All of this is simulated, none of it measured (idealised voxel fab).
process module | voxel air gaps
cross-section cut | 245 nm wide | cells 5 nm
A cross-section is a grid of square cells, given in bands from the top down. A band is one or more rows of cells.
Each band's line starts with the height of the band's top and of its bottom, in nm. Then come its materials from left to right, each with its width in nm. One material with "throughout" fills the band from edge to edge. "air" is empty space.
Height 0 is the level under which the wafer as received is all one material. The lowest band goes on downwards, as in "0 down".
A width such as "30 to 40" changes by the same amount from each row of cells to the next, from the band's top row to its bottom row.
"no change" after a step means that no cell of the cross-section changed.
closed voids: empty space of 8 cells or more with no open way to the top, each as width x height at its distance from the left edge, in nm
after a step's settings: what the simulator itself notes on the step
overlay nm, on a step with a mask: how far to the right of its planned place the mask lay; to the left if negative
plan
1 op RECEIVE | material Si
2 op CONFORMAL_DEP | material SiO2 | thk nm 10
3 op CONFORMAL_DEP | material SiCN | thk nm 5
4 op DIRECTIONAL_DEP | material SiO2 | thk nm 40
5 op DIRECTIONAL_DEP | material aC | thk nm 15
6 op PATTERN | tone open | mask id LINES | material resist | width nm 25 | pitch nm 55 | thk nm 30 | overlay nm 0
7 op DIRECTIONAL_ETCH | etch materials aC | depth nm 15
8 op STRIP | etch materials resist
9 op DIRECTIONAL_ETCH | etch materials SiO2 | depth nm 40
10 op STRIP | etch materials aC
11 op CONFORMAL_DEP | material TiN | thk nm 5
12 op FILL_DEP | material W | thk nm 10
13 op CMP | height nm 55
14 op EPI | material Ru | thk nm 10
15 op SELECTIVE_ETCH | etch materials SiO2 | depth nm 50
16 op CONFORMAL_DEP | material SiCN | thk nm 5
as received, after step 1
  0 down: Si throughout
  closed voids: none
a wafer at the end: this start, this plan, one mistake
  70 to 65: SiCN throughout
  65 to 55: Ru 35 | SiCN 5 | Ru 50 | SiCN 5 | Ru 50 | SiCN 5 | Ru 50 | SiCN 5 | Ru 40
  55 to 50: W 20 | TiN 5 | SiCN 25 | TiN 5 | W 20 | TiN 5 | SiCN 25 | TiN 5 | W 20 | TiN 5 | SiCN 25 | TiN 5 | W 20 | TiN 5 | SiCN 25 | TiN 5 | W 25
  50 to 20: W 20 | TiN 5 | SiCN 5 | air 15 | SiCN 5 | TiN 5 | W 20 | TiN 5 | SiCN 5 | air 15 | SiCN 5 | TiN 5 | W 20 | TiN 5 | SiCN 5 | air 15 | SiCN 5 | TiN 5 | W 20 | TiN 5 | SiCN 5 | air 15 | SiCN 5 | TiN 5 | W 25
  20 to 15: TiN 25 | SiCN 25 | TiN 30 | SiCN 25 | TiN 30 | SiCN 25 | TiN 30 | SiCN 25 | TiN 30
  15 to 10: SiCN throughout
  10 to 0: SiO2 throughout
  0 down: Si throughout
  closed voids: 15 x 30 at 30; 15 x 30 at 85; 15 x 30 at 140; 15 x 30 at 195
what went wrong: step 6 ran as: op PATTERN | tone cover | mask id LINES | material resist | width nm 25 | pitch nm 55 | thk nm 30 | overlay nm 0
